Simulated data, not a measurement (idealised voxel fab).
The following process module bears the name voxel air gaps.
Section cut is 245 nm wide and gridded with 5 nm square cells.
How to read a cross-section here: the picture is a grid of square cells, written as bands going from the top down, and any band can span one or more rows of cells.
For a band, the entry starts with two heights in nm, that of the top and then that of the bottom, and carries on with the band's materials in order from left to right, each alongside its width in nm; the word "edge to edge" beside a single material means it fills the band edge to edge, and "air" means empty space.
Heights from 0 (as-received wafer is one material below). Bottom band endless downward, as "0 nm and below".
Read "30 to 40" as a graded width: first number on top, second number at the bottom, same change between each pair of neighbouring rows.
"remained unchanged" -> step changed no cross-section cell.
You'll see "Sealed void listing" listing empty spaces that have no way open to the top, as long as they're 8 cells or more; the notation is width x height at distance, where the distance is from the left edge, and all of it is in nm.
Step line, after settings: the simulator's comment on this step.
On any step carrying a mask, the "overlay nm" setting, if present on the step's line, tells how far right of its planned place the mask lay; negative values point to the left.

-- The process steps that were planned are listed below
1. RECEIVE with material Si
2. CONFORMAL_DEP with material SiO2, thk nm 10
3. CONFORMAL_DEP with material SiN, thk nm 5
4. DIRECTIONAL_DEP with material SiO2, thk nm 35
5. PATTERN with tone open, mask id LINES, material resist, width nm 20, pitch nm 50, thk nm 20, overlay nm 0
6. DIRECTIONAL_ETCH with etch materials SiO2, depth nm 35
7. STRIP with etch materials resist
8. CONFORMAL_DEP with material TiN, thk nm 5
9. FILL_DEP with material W, thk nm 10
10. CMP with height nm 50
11. EPI with material Ru, thk nm 10
12. SELECTIVE_ETCH with etch materials SiO2, depth nm 45
13. CONFORMAL_DEP with material SiN, thk nm 5

-- First wafer, two in total, run as planned

-- Shown in cross-section is the wafer as received, that is, as it stands after step 1
* 0 nm and below = Si edge to edge
* Sealed void listing: none

-- How the wafer stands in section after step 2
* 10 nm to 0 nm = SiO2 edge to edge
* Note: structure below 0 unchanged.

-- How the wafer stands in section after step 3
* 15 nm to 10 nm = SiN edge to edge
* Note: structure below 10 unchanged.

-- How the wafer stands in section after step 4
* 50 nm to 15 nm = SiO2 edge to edge
* Note: structure below 15 unchanged.

-- How the wafer stands in section after step 5
* 70 nm to 50 nm = resist 60  air 20  resist 30  air 20  resist 30  air 20  resist 65
* Note: structure below 50 unchanged.

-- How the wafer stands in section after step 6
* 70 nm to 50 nm = resist 60  air 20  resist 30  air 20  resist 30  air 20  resist 65
* 50 nm to 15 nm = SiO2 60  air 20  SiO2 30  air 20  SiO2 30  air 20  SiO2 65
* Note: structure below 15 unchanged.

-- How the wafer stands in section after step 7
* 50 nm to 15 nm = SiO2 60  air 20  SiO2 30  air 20  SiO2 30  air 20  SiO2 65
* Note: structure below 15 unchanged.

-- How the wafer stands in section after step 8
* 55 nm to 50 nm = TiN 65  air 10  TiN 40  air 10  TiN 40  air 10  TiN 70
* 50 nm to 20 nm = SiO2 60  TiN 5  air 10  TiN 5  SiO2 30  TiN 5  air 10  TiN 5  SiO2 30  TiN 5  air 10  TiN 5  SiO2 65
* 20 nm to 15 nm = SiO2 60  TiN 20  SiO2 30  TiN 20  SiO2 30  TiN 20  SiO2 65
* Note: structure below 15 unchanged.

-- How the wafer stands in section after step 9
* 65 nm to 55 nm = W edge to edge
* 55 nm to 50 nm = TiN 65  W 10  TiN 40  W 10  TiN 40  W 10  TiN 70
* 50 nm to 20 nm = SiO2 60  TiN 5  W 10  TiN 5  SiO2 30  TiN 5  W 10  TiN 5  SiO2 30  TiN 5  W 10  TiN 5  SiO2 65
* Note: structure below 20 unchanged.

-- How the wafer stands in section after step 10
* 50 nm to 20 nm = SiO2 60  TiN 5  W 10  TiN 5  SiO2 30  TiN 5  W 10  TiN 5  SiO2 30  TiN 5  W 10  TiN 5  SiO2 65
* Note: structure below 20 unchanged.

-- How the wafer stands in section after step 11
* 60 nm to 50 nm = air 50  Ru 40  air 10  Ru 40  air 10  Ru 40  air 55
* Note: structure below 50 unchanged.

-- How the wafer stands in section after step 12
* 60 nm to 50 nm = air 50  Ru 40  air 10  Ru 40  air 10  Ru 40  air 55
* 50 nm to 20 nm = air 60  TiN 5  W 10  TiN 5  air 30  TiN 5  W 10  TiN 5  air 30  TiN 5  W 10  TiN 5  air 65
* 20 nm to 15 nm = air 60  TiN 20  air 30  TiN 20  air 30  TiN 20  air 65
* Note: structure below 15 unchanged.

-- How the wafer stands in section after step 13
* 65 nm to 60 nm = air 45  SiN 150  air 50
* 60 nm to 50 nm = air 45  SiN 5  Ru 40  SiN 10  Ru 40  SiN 10  Ru 40  SiN 5  air 50
* 50 nm to 45 nm = air 45  SiN 15  TiN 5  W 10  TiN 5  SiN 30  TiN 5  W 10  TiN 5  SiN 30  TiN 5  W 10  TiN 5  SiN 15  air 50
* 45 nm to 20 nm = air 55  SiN 5  TiN 5  W 10  TiN 5  SiN 5  air 20  SiN 5  TiN 5  W 10  TiN 5  SiN 5  air 20  SiN 5  TiN 5  W 10  TiN 5  SiN 5  air 60
* 20 nm to 15 nm = SiN 60  TiN 20  SiN 30  TiN 20  SiN 30  TiN 20  SiN 65
* Note: structure below 15 unchanged.
* Sealed void listing: 20 x 25 at 85; 20 x 25 at 135

-- The second wafer: identical to the first at the outset and in its planned sequence, differing only in that one mistake was made during processing; up to and including step 12, its path is the first wafer's path

Second wafer, section view, time point: scheduled end of step 13: remained unchanged
Error vs. plan: step 13 of the plan: omitted, not performed
It is noted that, at the conclusion of processing, the second wafer exhibits a higher or lower cell count for certain materials relative to the first: 127 fewer of SiN
The first wafer finishes with 2 closed voids, while the second finishes with 0.
